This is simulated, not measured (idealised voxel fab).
You're looking at the process module voxel capacitor over wiring.
Shown is cross-section cut, with a width of 170 nm and square cells of size 5 nm.
A cross-section is written here as square cells arranged in a grid, and it is given in bands from the top down, each band taking up one or more rows of cells. Quick guide to a band line: top height, bottom height (nm) up front; then every material left to right with its width in nm. Only one material and it's marked "all across"? Then it fills the band edge to edge. And "air" just means empty space. The level at which height equals 0 is the one under which the wafer, as it arrives, is entirely one material. No lower edge exists for the bottom band, which continues downward and is notated as in "0 and below". Note: "30..40" means the width goes from the first number (top row of the band) to the second number (bottom row) in equal steps per row of cells. When a step is marked "identical to before", none of the cells in the cross-section changed during that step. Closed internal cavities: empty space of 8 cells or more with no open way to the top, each as width x height at its distance from the left edge, in nm. That trailing text on a step's line, after the settings, is the simulator's own remark on the step. The optional step-line setting "overlay nm" applies to steps with a mask and quantifies how far to the right of its planned location the mask lay, a negative value indicating leftward placement.
# Planned step list for the process
- 1: RECEIVE, material Si
- 2: CONFORMAL_DEP, material SiO2, thk nm 10
- 3: DIRECTIONAL_DEP, material TiN, thk nm 5
- 4: DIRECTIONAL_DEP, material Ru, thk nm 15
- 5: DIRECTIONAL_DEP, material aC, thk nm 15
- 6: PATTERN, tone cover, mask id METAL_1, material resist, width nm 20, pitch nm 80, thk nm 35, overlay nm 0
- 7: DIRECTIONAL_ETCH, etch materials aC, depth nm 15
- 8: STRIP, etch materials resist
- 9: DIRECTIONAL_ETCH, etch materials Ru, depth nm 15
- 10: DIRECTIONAL_ETCH, etch materials TiN, depth nm 5
- 11: STRIP, etch materials aC
- 12: FILL_DEP, material SiO2, thk nm 10
- 13: CMP, height nm 30
- 14: CONFORMAL_DEP, material SiCN, thk nm 5
- 15: DIRECTIONAL_DEP, material lowk, thk nm 15
- 16: DIRECTIONAL_DEP, material aC, thk nm 15
- 17: PATTERN, tone open, mask id PLUG_1, material resist, width nm 15, thk nm 30, overlay nm 0
- 18: DIRECTIONAL_ETCH, etch materials aC, depth nm 15
- 19: STRIP, etch materials resist
- 20: DIRECTIONAL_ETCH, etch materials lowk, depth nm 15
- 21: DIRECTIONAL_ETCH, etch materials SiCN, depth nm 5
- 22: STRIP, etch materials aC
- 23: CONFORMAL_DEP, material TiN, thk nm 5
- 24: FILL_DEP, material W, thk nm 5
- 25: CMP, height nm 50
- 26: DIRECTIONAL_DEP, material TiN, thk nm 10
- 27: DIRECTIONAL_DEP, material SiN, thk nm 5
- 28: DIRECTIONAL_DEP, material TiN, thk nm 10
- 29: MASKED_ETCH, tone cover, mask id UPPER_PLATE, width nm 65, etch materials TiN, depth nm 10, overlay nm 0
- 30: MASKED_ETCH, tone cover, mask id UPPER_PLATE, width nm 65, etch materials SiN, depth nm 5, overlay nm 0
- 31: PATTERN, tone cover, mask id LOWER_PLATE, material resist, width nm 75, thk nm 20, overlay nm 0
- 32: DIRECTIONAL_ETCH, etch materials TiN, depth nm 10
- 33: STRIP, etch materials resist
- 34: FILL_DEP, material SiO2, thk nm 15
- 35: CMP, height nm 85
- 36: DIRECTIONAL_DEP, material aC, thk nm 15
- 37: PATTERN, tone open, mask id PLUG_2, material resist, width nm 15, thk nm 30, overlay nm 0
- 38: DIRECTIONAL_ETCH, etch materials aC, depth nm 15
- 39: STRIP, etch materials resist
- 40: DIRECTIONAL_ETCH, etch materials SiO2, depth nm 10
- 41: STRIP, etch materials aC
- 42: CONFORMAL_DEP, material TiN, thk nm 5
- 43: FILL_DEP, material Cu, thk nm 5
- 44: CMP, height nm 85
- 45: CONFORMAL_DEP, material SiN, thk nm 5
# Wafer, first of two, run as planned
# Shown in cross-section is the wafer as received, that is, as it stands after step 1
> 0 and below: Si all across
> Closed internal cavities: none
# Step 2 done - wafer cross-section
> 10 down to 0: SiO2 all across
> No changes below 0.
# Step 3 done - wafer cross-section
> 15 down to 10: TiN all across
> No changes below 10.
# Step 4 done - wafer cross-section
> 30 down to 15: Ru all across
> No changes below 15.
# Step 5 done - wafer cross-section
> 45 down to 30: aC all across
> No changes below 30.
# Step 6 done - wafer cross-section
> 80 down to 45: air (35), then resist (20), then air (60), then resist (20), then air (35)
> No changes below 45.
# Step 7 done - wafer cross-section
> 65 down to 45: air (35), then resist (20), then air (60), then resist (20), then air (35)
> 45 down to 30: air (35), then aC (20), then air (60), then aC (20), then air (35)
> No changes below 30.
# Step 8 done - wafer cross-section
> 45 down to 30: air (35), then aC (20), then air (60), then aC (20), then air (35)
> No changes below 30.
# Step 9 done - wafer cross-section
> 45 down to 30: air (35), then aC (20), then air (60), then aC (20), then air (35)
> 30 down to 15: air (35), then Ru (20), then air (60), then Ru (20), then air (35)
> No changes below 15.
# Step 10 done - wafer cross-section
> 45 down to 30: air (35), then aC (20), then air (60), then aC (20), then air (35)
> 30 down to 15: air (35), then Ru (20), then air (60), then Ru (20), then air (35)
> 15 down to 10: air (35), then TiN (20), then air (60), then TiN (20), then air (35)
> No changes below 10.
# Step 11 done - wafer cross-section
> 30 down to 15: air (35), then Ru (20), then air (60), then Ru (20), then air (35)
> No changes below 15.
# Step 12 done - wafer cross-section
> 40 down to 30: SiO2 all across
> 30 down to 15: SiO2 (35), then Ru (20), then SiO2 (60), then Ru (20), then SiO2 (35)
> 15 down to 10: SiO2 (35), then TiN (20), then SiO2 (60), then TiN (20), then SiO2 (35)
> No changes below 10.
# Step 13 done - wafer cross-section
> 30 down to 15: SiO2 (35), then Ru (20), then SiO2 (60), then Ru (20), then SiO2 (35)
> No changes below 15.
# Step 14 done - wafer cross-section
> 35 down to 30: SiCN all across
> No changes below 30.
# Step 15 done - wafer cross-section
> 50 down to 35: lowk all across
> No changes below 35.
# Step 16 done - wafer cross-section
> 65 down to 50: aC all across
> No changes below 50.
# Step 17 done - wafer cross-section
> 95 down to 65: resist (40), then air (15), then resist (115)
> No changes below 65.
# Step 18 done - wafer cross-section
> 80 down to 65: resist (40), then air (15), then resist (115)
> 65 down to 50: aC (40), then air (15), then aC (115)
> No changes below 50.
# Step 19 done - wafer cross-section
> 65 down to 50: aC (40), then air (15), then aC (115)
> No changes below 50.
# Step 20 done - wafer cross-section
> 65 down to 50: aC (40), then air (15), then aC (115)
> 50 down to 35: lowk (40), then air (15), then lowk (115)
> No changes below 35.
# Step 21 done - wafer cross-section
> 65 down to 50: aC (40), then air (15), then aC (115)
> 50 down to 35: lowk (40), then air (15), then lowk (115)
> 35 down to 30: SiCN (40), then air (15), then SiCN (115)
> No changes below 30.
# Step 22 done - wafer cross-section
> 50 down to 35: lowk (40), then air (15), then lowk (115)
> No changes below 35.
# Step 23 done - wafer cross-section
> 55 down to 50: TiN (45), then air (5), then TiN (120)
> 50 down to 35: lowk (40), then TiN (5), then air (5), then TiN (5), then lowk (115)
> 35 down to 30: SiCN (40), then TiN (15), then SiCN (115)
> No changes below 30.
# Step 24 done - wafer cross-section
> 60 down to 55: W all across
> 55 down to 50: TiN (45), then W (5), then TiN (120)
> 50 down to 35: lowk (40), then TiN (5), then W (5), then TiN (5), then lowk (115)
> No changes below 35.
# Step 25 done - wafer cross-section
> 50 down to 35: lowk (40), then TiN (5), then W (5), then TiN (5), then lowk (115)
> No changes below 35.
# Step 26 done - wafer cross-section
> 60 down to 50: TiN all across
> No changes below 50.
# Step 27 done - wafer cross-section
> 65 down to 60: SiN all across
> No changes below 60.
# Step 28 done - wafer cross-section
> 75 down to 65: TiN all across
> No changes below 65.
# Step 29 done - wafer cross-section
> 75 down to 65: air (40), then TiN (65), then air (65)
> No changes below 65.
# Step 30 done - wafer cross-section
> 75 down to 65: air (40), then TiN (65), then air (65)
> 65 down to 60: air (40), then SiN (65), then air (65)
> No changes below 60.
# Step 31 done - wafer cross-section
> 95 down to 75: air (35), then resist (75), then air (60)
> 75 down to 65: air (35), then resist (5), then TiN (65), then resist (5), then air (60)
> 65 down to 60: air (35), then resist (5), then SiN (65), then resist (5), then air (60)
> No changes below 60.
# Step 32 done - wafer cross-section
> 95 down to 75: air (35), then resist (75), then air (60)
> 75 down to 65: air (35), then resist (5), then TiN (65), then resist (5), then air (60)
> 65 down to 60: air (35), then resist (5), then SiN (65), then resist (5), then air (60)
> 60 down to 50: air (35), then TiN (75), then air (60)
> No changes below 50.
# Step 33 done - wafer cross-section
> 75 down to 65: air (40), then TiN (65), then air (65)
> 65 down to 60: air (40), then SiN (65), then air (65)
> No changes below 60.
# Step 34 done - wafer cross-section
> 90 down to 75: SiO2 all across
> 75 down to 65: SiO2 (40), then TiN (65), then SiO2 (65)
> 65 down to 60: SiO2 (40), then SiN (65), then SiO2 (65)
> 60 down to 50: SiO2 (35), then TiN (75), then SiO2 (60)
> No changes below 50.
# Step 35 done - wafer cross-section
> 85 down to 75: SiO2 all across
> No changes below 75.
# Step 36 done - wafer cross-section
> 100 down to 85: aC all across
> No changes below 85.
# Step 37 done - wafer cross-section
> 130 down to 100: resist (50), then air (15), then resist (105)
> No changes below 100.
# Step 38 done - wafer cross-section
> 115 down to 100: resist (50), then air (15), then resist (105)
> 100 down to 85: aC (50), then air (15), then aC (105)
> No changes below 85.
# Step 39 done - wafer cross-section
> 100 down to 85: aC (50), then air (15), then aC (105)
> No changes below 85.
# Step 40 done - wafer cross-section
> 100 down to 85: aC (50), then air (15), then aC (105)
> 85 down to 75: SiO2 (50), then air (15), then SiO2 (105)
> No changes below 75.
# Step 41 done - wafer cross-section
> 85 down to 75: SiO2 (50), then air (15), then SiO2 (105)
> No changes below 75.
# Step 42 done - wafer cross-section
> 90 down to 85: TiN (55), then air (5), then TiN (110)
> 85 down to 80: SiO2 (50), then TiN (5), then air (5), then TiN (5), then SiO2 (105)
> 80 down to 75: SiO2 (50), then TiN (15), then SiO2 (105)
> No changes below 75.
# Step 43 done - wafer cross-section
> 95 down to 90: Cu all across
> 90 down to 85: TiN (55), then Cu (5), then TiN (110)
> 85 down to 80: SiO2 (50), then TiN (5), then Cu (5), then TiN (5), then SiO2 (105)
> No changes below 80.
# Step 44 done - wafer cross-section
> 85 down to 80: SiO2 (50), then TiN (5), then Cu (5), then TiN (5), then SiO2 (105)
> No changes below 80.
# Step 45 done - wafer cross-section
> 90 down to 85: SiN all across
> No changes below 85.
# Wafer two of two - same starting point, same process plan, one mistake in execution; matches wafer one up to and including step 29
# Here is the second wafer in cross-section at the point where step 30 of the plan should have been done
> 75 down to 65: air (40), then TiN (65), then air (65)
> 65 down to 60: air (30), then SiN (75), then air (65)
> No changes below 60.
# Here is the second wafer in cross-section at the point where step 31 of the plan should have been done
> 95 down to 75: air (35), then resist (75), then air (60)
> 75 down to 65: air (35), then resist (5), then TiN (65), then resist (5), then air (60)
> 65 down to 60: air (30), then SiN (75), then resist (5), then air (60)
> No changes below 60.
# Here is the second wafer in cross-section at the point where step 32 of the plan should have been done
> 95 down to 75: air (35), then resist (75), then air (60)
> 75 down to 65: air (35), then resist (5), then TiN (65), then resist (5), then air (60)
> 65 down to 60: air (30), then SiN (75), then resist (5), then air (60)
> 60 down to 50: air (30), then TiN (80), then air (60)
> No changes below 50.
# Here is the second wafer in cross-section at the point where step 33 of the plan should have been done
> 75 down to 65: air (40), then TiN (65), then air (65)
> 65 down to 60: air (30), then SiN (75), then air (65)
> No changes below 60.
# Here is the second wafer in cross-section at the point where step 34 of the plan should have been done
> 90 down to 75: SiO2 all across
> 75 down to 65: SiO2 (40), then TiN (65), then SiO2 (65)
> 65 down to 60: SiO2 (30), then SiN (75), then SiO2 (65)
> 60 down to 50: SiO2 (30), then TiN (80), then SiO2 (60)
> No changes below 50.
# Here is the second wafer in cross-section at the point where step 35 of the plan should have been done
> 85 down to 75: SiO2 all across
> No changes below 75.
# Here is the second wafer in cross-section at the point where step 36 of the plan should have been done
> 100 down to 85: aC all across
> No changes below 85.
# Here is the second wafer in cross-section at the point where step 37 of the plan should have been done
> 130 down to 100: resist (50), then air (15), then resist (105)
> No changes below 100.
# Here is the second wafer in cross-section at the point where step 38 of the plan should have been done
> 115 down to 100: resist (50), then air (15), then resist (105)
> 100 down to 85: aC (50), then air (15), then aC (105)
> No changes below 85.
# Here is the second wafer in cross-section at the point where step 39 of the plan should have been done
> 100 down to 85: aC (50), then air (15), then aC (105)
> No changes below 85.
# Here is the second wafer in cross-section at the point where step 40 of the plan should have been done
> 100 down to 85: aC (50), then air (15), then aC (105)
> 85 down to 75: SiO2 (50), then air (15), then SiO2 (105)
> No changes below 75.
# Here is the second wafer in cross-section at the point where step 41 of the plan should have been done
> 85 down to 75: SiO2 (50), then air (15), then SiO2 (105)
> No changes below 75.
# Here is the second wafer in cross-section at the point where step 42 of the plan should have been done
> 90 down to 85: TiN (55), then air (5), then TiN (110)
> 85 down to 80: SiO2 (50), then TiN (5), then air (5), then TiN (5), then SiO2 (105)
> 80 down to 75: SiO2 (50), then TiN (15), then SiO2 (105)
> No changes below 75.
# Here is the second wafer in cross-section at the point where step 43 of the plan should have been done
> 95 down to 90: Cu all across
> 90 down to 85: TiN (55), then Cu (5), then TiN (110)
> 85 down to 80: SiO2 (50), then TiN (5), then Cu (5), then TiN (5), then SiO2 (105)
> No changes below 80.
# Here is the second wafer in cross-section at the point where step 44 of the plan should have been done
> 85 down to 80: SiO2 (50), then TiN (5), then Cu (5), then TiN (5), then SiO2 (105)
> No changes below 80.
# Here is the second wafer in cross-section at the point where step 45 of the plan should have been done
> 90 down to 85: SiN all across
> No changes below 85.
Error vs. plan: note that step 30 departed from the planned setting and was carried out as MASKED_ETCH, tone cover, mask id UPPER_PLATE, width nm 65, etch materials SiN, depth nm 5, overlay nm -10
It is noted that, at the conclusion of processing, the second wafer exhibits a higher or lower cell count for certain materials relative to the first: 2 more of SiN; 4 fewer of SiO2; 2 more of TiN
